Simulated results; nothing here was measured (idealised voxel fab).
Process module under the name voxel wiring stack
Cross-sectional view cut (width: 210 nm; square cell size: 5 nm).
Square cells in a grid make up a cross-section in this document, and the grid is given as bands, listed from the top down, each one or more rows of cells.
Each band's line starts with the height of the band's top and of its bottom, in nm. Then come its materials from left to right, each with its width in nm. One material with "throughout" fills the band from edge to edge. "air" is empty space.
We count height from 0. Below that, the starting wafer is all one material. The lowest band never ends at the bottom but goes on down; see "0 nm and below" for how that is written.
A width given as "30..40" starts at the first number in the band's top row and ends at the second number in its bottom row, shifting by an equal amount at every step from row to row.
Any step labelled "no alteration" changed none of the cells in the cross-section.
"Enclosed internal voids" lists enclosed empty spaces (at least 8 cells, no open path upward to the top), each as width x height at distance from the left edge, in nm.
Note: text after step settings on the step line = simulator remark on that step.
You can add "overlay nm" to a step's line. For a step with a mask, it describes how far the mask lay to the right of its planned position, and a negative number describes a lay to the left.

List of planned process steps
| 1 | op RECEIVE | material Si |
| 2 | op CONFORMAL_DEP | material SiO2 | thk nm 15 |
| 3 | op DIRECTIONAL_DEP | material TiN | thk nm 5 |
| 4 | op DIRECTIONAL_DEP | material W | thk nm 20 |
| 5 | op DIRECTIONAL_DEP | material aC | thk nm 10 |
| 6 | op PATTERN | tone cover | mask id METAL_1 | material resist | width nm 20 | pitch nm 40 | thk nm 25 | overlay nm 0 |
| 7 | op DIRECTIONAL_ETCH | etch materials aC | depth nm 10 |
| 8 | op STRIP | etch materials resist |
| 9 | op DIRECTIONAL_ETCH | etch materials W | depth nm 20 |
| 10 | op DIRECTIONAL_ETCH | etch materials TiN | depth nm 5 |
| 11 | op STRIP | etch materials aC |
| 12 | op CONFORMAL_DEP | material SiN | thk nm 5 |
| 13 | op FILL_DEP | material lowk | thk nm 10 |
| 14 | op CMP | height nm 40 |
| 15 | op CONFORMAL_DEP | material SiCN | thk nm 5 |
| 16 | op DIRECTIONAL_DEP | material lowk | thk nm 25 |
| 17 | op PATTERN | tone open | mask id METAL_2 | material resist | width nm 20 | pitch nm 40 | thk nm 15 | overlay nm 0 |
| 18 | op DIRECTIONAL_ETCH | etch materials lowk | depth nm 15 |
| 19 | op STRIP | etch materials resist |
| 20 | op DIRECTIONAL_DEP | material aC | thk nm 15 |
| 21 | op PATTERN | tone open | mask id METAL_2_HOLES | material resist | width nm 15 | pitch nm 80 | thk nm 30 | overlay nm 0 |
| 22 | op DIRECTIONAL_ETCH | etch materials aC | depth nm 15 |
| 23 | op STRIP | etch materials resist |
| 24 | op DIRECTIONAL_ETCH | etch materials lowk | depth nm 10 |
| 25 | op DIRECTIONAL_ETCH | etch materials SiCN | depth nm 5 |
| 26 | op STRIP | etch materials aC |
| 27 | op CONFORMAL_DEP | material TiN | thk nm 5 |
| 28 | op FILL_DEP | material Cu | thk nm 10 |
| 29 | op CMP | height nm 70 |
| 30 | op CONFORMAL_DEP | material SiCN | thk nm 5 |
| 31 | op DIRECTIONAL_DEP | material lowk | thk nm 10 |
| 32 | op MASKED_ETCH | tone open | mask id PLUG_2 | width nm 15 | pitch nm 80 | etch materials lowk | depth nm 10 | overlay nm 0 |
| 33 | op MASKED_ETCH | tone open | mask id PLUG_2 | width nm 15 | pitch nm 80 | etch materials SiCN | depth nm 5 | overlay nm 0 |
| 34 | op CONFORMAL_DEP | material TiN | thk nm 5 |
| 35 | op FILL_DEP | material Cu | thk nm 10 |
| 36 | op CMP | height nm 85 |
| 37 | op CONFORMAL_DEP | material SiN | thk nm 5 |
| 38 | op DIRECTIONAL_DEP | material SiO2 | thk nm 20 |
| 39 | op MASKED_ETCH | tone open | mask id METAL_3 | width nm 20 | pitch nm 40 | etch materials SiO2 | depth nm 20 | overlay nm 0 |
| 40 | op MASKED_ETCH | tone open | mask id METAL_3 | width nm 20 | pitch nm 40 | etch materials SiN | depth nm 5 | overlay nm 0 |
| 41 | op CONFORMAL_DEP | material TiN | thk nm 5 |
| 42 | op FILL_DEP | material Cu | thk nm 10 |
| 43 | op CMP | height nm 110 |
| 44 | op CONFORMAL_DEP | material SiCN | thk nm 5 |
| 45 | op DIRECTIONAL_DEP | material lowk | thk nm 35 |
| 46 | op PATTERN | tone open | mask id METAL_4_HOLES | material resist | width nm 15 | pitch nm 40 | thk nm 20 | overlay nm 0 |
| 47 | op DIRECTIONAL_ETCH | etch materials lowk | depth nm 35 |
| 48 | op STRIP | etch materials resist |
| 49 | op DIRECTIONAL_DEP | material aC | thk nm 10 |
| 50 | op PATTERN | tone open | mask id METAL_4 | material resist | width nm 20 | pitch nm 40 | thk nm 25 | overlay nm 0 |
| 51 | op DIRECTIONAL_ETCH | etch materials aC | depth nm 10 |
| 52 | op STRIP | etch materials resist |
| 53 | op DIRECTIONAL_ETCH | etch materials lowk | depth nm 20 |
| 54 | op DIRECTIONAL_ETCH | etch materials SiCN | depth nm 5 |
| 55 | op STRIP | etch materials aC |
| 56 | op CONFORMAL_DEP | material TiN | thk nm 5 |
| 57 | op FILL_DEP | material Ru | thk nm 10 |
| 58 | op CMP | height nm 150 |
| 59 | op CONFORMAL_DEP | material SiN | thk nm 5 |

As-received state of the wafer in cross-section, equivalent to post-step 1
    0 nm and below | Si throughout
    Enclosed internal voids: none

Starting structure and process plan are as shown above, but one mistake was made in running the module; the wafer cross-section at the end of the module follows
    155 nm to 150 nm | SiN throughout
    150 nm to 135 nm | 65 nm Ru; 5 nm TiN; 5 nm lowk; 5 nm TiN; 25 nm Ru; 5 nm TiN; 5 nm lowk; 5 nm TiN; 25 nm Ru; 5 nm TiN; 5 nm lowk; 5 nm TiN; 50 nm Ru
    135 nm to 130 nm | 60 nm TiN; 5 nm Ru; 5 nm TiN; 5 nm lowk; 25 nm TiN; 5 nm Ru; 5 nm TiN; 5 nm lowk; 25 nm TiN; 5 nm Ru; 5 nm TiN; 5 nm lowk; 55 nm TiN
    130 nm to 120 nm | 55 nm lowk; 5 nm TiN; 5 nm Ru; 5 nm TiN; 25 nm lowk; 5 nm TiN; 5 nm Ru; 5 nm TiN; 25 nm lowk; 5 nm TiN; 5 nm Ru; 5 nm TiN; 60 nm lowk
    120 nm to 115 nm | 55 nm lowk; 15 nm TiN; 25 nm lowk; 15 nm TiN; 25 nm lowk; 15 nm TiN; 60 nm lowk
    115 nm to 110 nm | SiCN throughout
    110 nm to 90 nm | 55 nm SiO2; 5 nm TiN; 10 nm Cu; 5 nm TiN; 20 nm SiO2; 5 nm TiN; 10 nm Cu; 5 nm TiN; 20 nm SiO2; 5 nm TiN; 10 nm Cu; 5 nm TiN; 55 nm SiO2
    90 nm to 85 nm | 55 nm SiN; 20 nm TiN; 20 nm SiN; 20 nm TiN; 20 nm SiN; 20 nm TiN; 55 nm SiN
    85 nm to 75 nm | 55 nm lowk; 5 nm TiN; 5 nm Cu; 5 nm TiN; 65 nm lowk; 5 nm TiN; 5 nm Cu; 5 nm TiN; 60 nm lowk
    75 nm to 70 nm | 55 nm SiCN; 15 nm TiN; 65 nm SiCN; 15 nm TiN; 60 nm SiCN
    70 nm to 60 nm | 55 nm lowk; 5 nm TiN; 10 nm Cu; 5 nm TiN; 20 nm lowk; 5 nm TiN; 10 nm Cu; 5 nm TiN; 20 nm lowk; 5 nm TiN; 10 nm Cu; 5 nm TiN; 55 nm lowk
    60 nm to 55 nm | 55 nm lowk; 5 nm TiN; 5 nm Cu; 10 nm TiN; 20 nm lowk; 20 nm TiN; 20 nm lowk; 5 nm TiN; 5 nm Cu; 10 nm TiN; 55 nm lowk
    55 nm to 45 nm | 55 nm lowk; 5 nm TiN; 5 nm Cu; 5 nm TiN; 65 nm lowk; 5 nm TiN; 5 nm Cu; 5 nm TiN; 60 nm lowk
    45 nm to 40 nm | 55 nm SiCN; 15 nm TiN; 65 nm SiCN; 15 nm TiN; 60 nm SiCN
    40 nm to 20 nm | 50 nm lowk; 5 nm SiN; 20 nm W; 5 nm SiN; 10 nm lowk; 5 nm SiN; 20 nm W; 5 nm SiN; 10 nm lowk; 5 nm SiN; 20 nm W; 5 nm SiN; 50 nm lowk
    20 nm to 15 nm | 55 nm SiN; 20 nm TiN; 20 nm SiN; 20 nm TiN; 20 nm SiN; 20 nm TiN; 55 nm SiN
    15 nm to 0 nm | SiO2 throughout
    0 nm and below | Si throughout
    Enclosed internal voids: none
Heads up, the wafer didn't run the way we planned it: it should be noted that step 50 was executed with settings other than those planned, the operation and settings actually applied being op PATTERN | tone cover | mask id METAL_4 | material resist | width nm 20 | pitch nm 40 | thk nm 25 | overlay nm 0
